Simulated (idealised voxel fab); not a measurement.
This is a process module. Its name is voxel air gaps.
Square cells of 5 nm make up the cross-section cut, whose width is 235 nm.
When this document writes out a cross-section, it uses a grid of square cells and lists it as bands, beginning at the top and moving down, with a band standing for one or more rows of cells.
Read a band's entry like this: the first values are the height of its top and the height of its bottom in nm, and what follows is the sequence of materials from left to right, each with its width in nm. Note that "air" is empty space, and that a single material marked "everywhere" reaches across the band from edge to edge.
Below 0: as-received wafer, all one material; heights counted from there. Lowest band: no bottom, goes on down, written "0 and below".
Width "30->40": first value at the band's top row of cells, second value at its bottom row, equal change from row to row.
The cross-section has no changed cell in any step marked "nothing got changed".
For the entry "Fully enclosed voids", the listed items are empty spaces with no open way to the top whose size is 8 cells or more; each item follows the pattern width x height at distance, where distance is from the left edge and all three are in nm.
On a step's line, text after the settings is the simulator commenting on that step.
"overlay nm", when on a step's line for a step with a mask, measures how far to the right of its planned place the mask lay; a negative measure means to the left.

Steps planned for the process
1) RECEIVE: material Si
2) CONFORMAL_DEP: material SiO2, thk nm 10
3) CONFORMAL_DEP: material SiN, thk nm 5
4) DIRECTIONAL_DEP: material SiO2, thk nm 40
5) DIRECTIONAL_DEP: material aC, thk nm 15
6) PATTERN: tone open, mask id LINES, material resist, width nm 25, pitch nm 55, thk nm 30, overlay nm 0
7) DIRECTIONAL_ETCH: etch materials aC, depth nm 15
8) STRIP: etch materials resist
9) DIRECTIONAL_ETCH: etch materials SiO2, depth nm 40
10) STRIP: etch materials aC
11) CONFORMAL_DEP: material TiN, thk nm 5
12) FILL_DEP: material Cu, thk nm 5
13) CMP: height nm 55
14) EPI: material Ru, thk nm 10
15) SELECTIVE_ETCH: etch materials SiO2, depth nm 50
16) CONFORMAL_DEP: material SiCN, thk nm 5

First wafer of two (run as planned)

Wafer cross-section on receipt, i.e. after step 1
    0 and below  Si everywhere
    Fully enclosed voids: none

State of the wafer after step 2, shown in cross-section
    10 down to 0  SiO2 everywhere
    Below 0, no change.

State of the wafer after step 3, shown in cross-section
    15 down to 10  SiN everywhere
    Below 10, no change.

State of the wafer after step 4, shown in cross-section
    55 down to 15  SiO2 everywhere
    Below 15, no change.

State of the wafer after step 5, shown in cross-section
    70 down to 55  aC everywhere
    Below 55, no change.

State of the wafer after step 6, shown in cross-section
    100 down to 70  20 resist; 25 air; 30 resist; 25 air; 30 resist; 25 air; 30 resist; 25 air; 25 resist
    Below 70, no change.

State of the wafer after step 7, shown in cross-section
    85 down to 70  20 resist; 25 air; 30 resist; 25 air; 30 resist; 25 air; 30 resist; 25 air; 25 resist
    70 down to 55  20 aC; 25 air; 30 aC; 25 air; 30 aC; 25 air; 30 aC; 25 air; 25 aC
    Below 55, no change.

State of the wafer after step 8, shown in cross-section
    70 down to 55  20 aC; 25 air; 30 aC; 25 air; 30 aC; 25 air; 30 aC; 25 air; 25 aC
    Below 55, no change.

State of the wafer after step 9, shown in cross-section
    70 down to 55  20 aC; 25 air; 30 aC; 25 air; 30 aC; 25 air; 30 aC; 25 air; 25 aC
    55 down to 15  20 SiO2; 25 air; 30 SiO2; 25 air; 30 SiO2; 25 air; 30 SiO2; 25 air; 25 SiO2
    Below 15, no change.

State of the wafer after step 10, shown in cross-section
    55 down to 15  20 SiO2; 25 air; 30 SiO2; 25 air; 30 SiO2; 25 air; 30 SiO2; 25 air; 25 SiO2
    Below 15, no change.

State of the wafer after step 11, shown in cross-section
    60 down to 55  25 TiN; 15 air; 40 TiN; 15 air; 40 TiN; 15 air; 40 TiN; 15 air; 30 TiN
    55 down to 20  20 SiO2; 5 TiN; 15 air; 5 TiN; 30 SiO2; 5 TiN; 15 air; 5 TiN; 30 SiO2; 5 TiN; 15 air; 5 TiN; 30 SiO2; 5 TiN; 15 air; 5 TiN; 25 SiO2
    20 down to 15  20 SiO2; 25 TiN; 30 SiO2; 25 TiN; 30 SiO2; 25 TiN; 30 SiO2; 25 TiN; 25 SiO2
    Below 15, no change.

State of the wafer after step 12, shown in cross-section
    65 down to 60  Cu everywhere
    60 down to 55  25 TiN; 15 Cu; 40 TiN; 15 Cu; 40 TiN; 15 Cu; 40 TiN; 15 Cu; 30 TiN
    55 down to 20  20 SiO2; 5 TiN; 15 Cu; 5 TiN; 30 SiO2; 5 TiN; 15 Cu; 5 TiN; 30 SiO2; 5 TiN; 15 Cu; 5 TiN; 30 SiO2; 5 TiN; 15 Cu; 5 TiN; 25 SiO2
    Below 20, no change.

State of the wafer after step 13, shown in cross-section
    55 down to 20  20 SiO2; 5 TiN; 15 Cu; 5 TiN; 30 SiO2; 5 TiN; 15 Cu; 5 TiN; 30 SiO2; 5 TiN; 15 Cu; 5 TiN; 30 SiO2; 5 TiN; 15 Cu; 5 TiN; 25 SiO2
    Below 20, no change.

State of the wafer after step 14, shown in cross-section
    65 down to 55  10 air; 45 Ru; 10 air; 45 Ru; 10 air; 45 Ru; 10 air; 45 Ru; 15 air
    Below 55, no change.

State of the wafer after step 15, shown in cross-section
    65 down to 55  10 air; 45 Ru; 10 air; 45 Ru; 10 air; 45 Ru; 10 air; 45 Ru; 15 air
    55 down to 20  20 air; 5 TiN; 15 Cu; 5 TiN; 30 air; 5 TiN; 15 Cu; 5 TiN; 30 air; 5 TiN; 15 Cu; 5 TiN; 30 air; 5 TiN; 15 Cu; 5 TiN; 25 air
    20 down to 15  20 air; 25 TiN; 30 air; 25 TiN; 30 air; 25 TiN; 30 air; 25 TiN; 25 air
    Below 15, no change.

State of the wafer after step 16, shown in cross-section
    70 down to 65  5 air; 220 SiCN; 10 air
    65 down to 55  5 air; 5 SiCN; 45 Ru; 10 SiCN; 45 Ru; 10 SiCN; 45 Ru; 10 SiCN; 45 Ru; 5 SiCN; 10 air
    55 down to 50  5 air; 15 SiCN; 5 TiN; 15 Cu; 5 TiN; 30 SiCN; 5 TiN; 15 Cu; 5 TiN; 30 SiCN; 5 TiN; 15 Cu; 5 TiN; 30 SiCN; 5 TiN; 15 Cu; 5 TiN; 15 SiCN; 10 air
    50 down to 20  15 air; 5 SiCN; 5 TiN; 15 Cu; 5 TiN; 5 SiCN; 20 air; 5 SiCN; 5 TiN; 15 Cu; 5 TiN; 5 SiCN; 20 air; 5 SiCN; 5 TiN; 15 Cu; 5 TiN; 5 SiCN; 20 air; 5 SiCN; 5 TiN; 15 Cu; 5 TiN; 5 SiCN; 20 air
    20 down to 15  20 SiCN; 25 TiN; 30 SiCN; 25 TiN; 30 SiCN; 25 TiN; 30 SiCN; 25 TiN; 25 SiCN
    Below 15, no change.
    Fully enclosed voids: 20 x 30 at 50; 20 x 30 at 105; 20 x 30 at 160

The second wafer began exactly as the first did and followed the same plan, but one mistake was made while running it; through step 5 inclusive, the two wafers are identical

Here is the second wafer in cross-section at the point where step 6 of the plan should have been done
    100 down to 70  20 air; 25 resist; 30 air; 25 resist; 30 air; 25 resist; 30 air; 25 resist; 25 air
    Below 70, no change.

Here is the second wafer in cross-section at the point where step 7 of the plan should have been done
    85 down to 70  20 air; 25 resist; 30 air; 25 resist; 30 air; 25 resist; 30 air; 25 resist; 25 air
    70 down to 55  20 air; 25 aC; 30 air; 25 aC; 30 air; 25 aC; 30 air; 25 aC; 25 air
    Below 55, no change.

Here is the second wafer in cross-section at the point where step 8 of the plan should have been done
    70 down to 55  20 air; 25 aC; 30 air; 25 aC; 30 air; 25 aC; 30 air; 25 aC; 25 air
    Below 55, no change.

Here is the second wafer in cross-section at the point where step 9 of the plan should have been done
    70 down to 55  20 air; 25 aC; 30 air; 25 aC; 30 air; 25 aC; 30 air; 25 aC; 25 air
    55 down to 15  20 air; 25 SiO2; 30 air; 25 SiO2; 30 air; 25 SiO2; 30 air; 25 SiO2; 25 air
    Below 15, no change.

Here is the second wafer in cross-section at the point where step 10 of the plan should have been done
    55 down to 15  20 air; 25 SiO2; 30 air; 25 SiO2; 30 air; 25 SiO2; 30 air; 25 SiO2; 25 air
    Below 15, no change.

Here is the second wafer in cross-section at the point where step 11 of the plan should have been done
    60 down to 55  15 air; 35 TiN; 20 air; 35 TiN; 20 air; 35 TiN; 20 air; 35 TiN; 20 air
    55 down to 20  15 air; 5 TiN; 25 SiO2; 5 TiN; 20 air; 5 TiN; 25 SiO2; 5 TiN; 20 air; 5 TiN; 25 SiO2; 5 TiN; 20 air; 5 TiN; 25 SiO2; 5 TiN; 20 air
    20 down to 15  20 TiN; 25 SiO2; 30 TiN; 25 SiO2; 30 TiN; 25 SiO2; 30 TiN; 25 SiO2; 25 TiN
    Below 15, no change.

Here is the second wafer in cross-section at the point where step 12 of the plan should have been done
    65 down to 60  Cu everywhere
    60 down to 55  15 Cu; 35 TiN; 20 Cu; 35 TiN; 20 Cu; 35 TiN; 20 Cu; 35 TiN; 20 Cu
    55 down to 20  15 Cu; 5 TiN; 25 SiO2; 5 TiN; 20 Cu; 5 TiN; 25 SiO2; 5 TiN; 20 Cu; 5 TiN; 25 SiO2; 5 TiN; 20 Cu; 5 TiN; 25 SiO2; 5 TiN; 20 Cu
    Below 20, no change.

Here is the second wafer in cross-section at the point where step 13 of the plan should have been done
    55 down to 20  15 Cu; 5 TiN; 25 SiO2; 5 TiN; 20 Cu; 5 TiN; 25 SiO2; 5 TiN; 20 Cu; 5 TiN; 25 SiO2; 5 TiN; 20 Cu; 5 TiN; 25 SiO2; 5 TiN; 20 Cu
    Below 20, no change.

Here is the second wafer in cross-section at the point where step 14 of the plan should have been done
    65 down to 55  30 Ru; 5 air; 50 Ru; 5 air; 50 Ru; 5 air; 50 Ru; 5 air; 35 Ru
    Below 55, no change.

Here is the second wafer in cross-section at the point where step 15 of the plan should have been done
    65 down to 55  30 Ru; 5 air; 50 Ru; 5 air; 50 Ru; 5 air; 50 Ru; 5 air; 35 Ru
    55 down to 20  15 Cu; 5 TiN; 25 air; 5 TiN; 20 Cu; 5 TiN; 25 air; 5 TiN; 20 Cu; 5 TiN; 25 air; 5 TiN; 20 Cu; 5 TiN; 25 air; 5 TiN; 20 Cu
    20 down to 15  20 TiN; 25 air; 30 TiN; 25 air; 30 TiN; 25 air; 30 TiN; 25 air; 25 TiN
    Below 15, no change.

Here is the second wafer in cross-section at the point where step 16 of the plan should have been done
    70 down to 65  SiCN everywhere
    65 down to 55  30 Ru; 5 SiCN; 50 Ru; 5 SiCN; 50 Ru; 5 SiCN; 50 Ru; 5 SiCN; 35 Ru
    55 down to 50  15 Cu; 5 TiN; 25 SiCN; 5 TiN; 20 Cu; 5 TiN; 25 SiCN; 5 TiN; 20 Cu; 5 TiN; 25 SiCN; 5 TiN; 20 Cu; 5 TiN; 25 SiCN; 5 TiN; 20 Cu
    50 down to 20  15 Cu; 5 TiN; 5 SiCN; 15 air; 5 SiCN; 5 TiN; 20 Cu; 5 TiN; 5 SiCN; 15 air; 5 SiCN; 5 TiN; 20 Cu; 5 TiN; 5 SiCN; 15 air; 5 SiCN; 5 TiN; 20 Cu; 5 TiN; 5 SiCN; 15 air; 5 SiCN; 5 TiN; 20 Cu
    20 down to 15  20 TiN; 25 SiCN; 30 TiN; 25 SiCN; 30 TiN; 25 SiCN; 30 TiN; 25 SiCN; 25 TiN
    Below 15, no change.
    Fully enclosed voids: 15 x 30 at 25; 15 x 30 at 80; 15 x 30 at 135; 15 x 30 at 190
Nonconformance to the process plan: step 6 deviated from plan and actually ran as PATTERN: tone cover, mask id LINES, material resist, width nm 25, pitch nm 55, thk nm 30, overlay nm 0
Materials where the second wafer ends with more or fewer cells than the first: Cu: 49 more; Ru: 14 more; SiCN: 16 fewer; TiN: 7 more
The final tally of closed voids stands at 3 on the first wafer and 4 on the second.
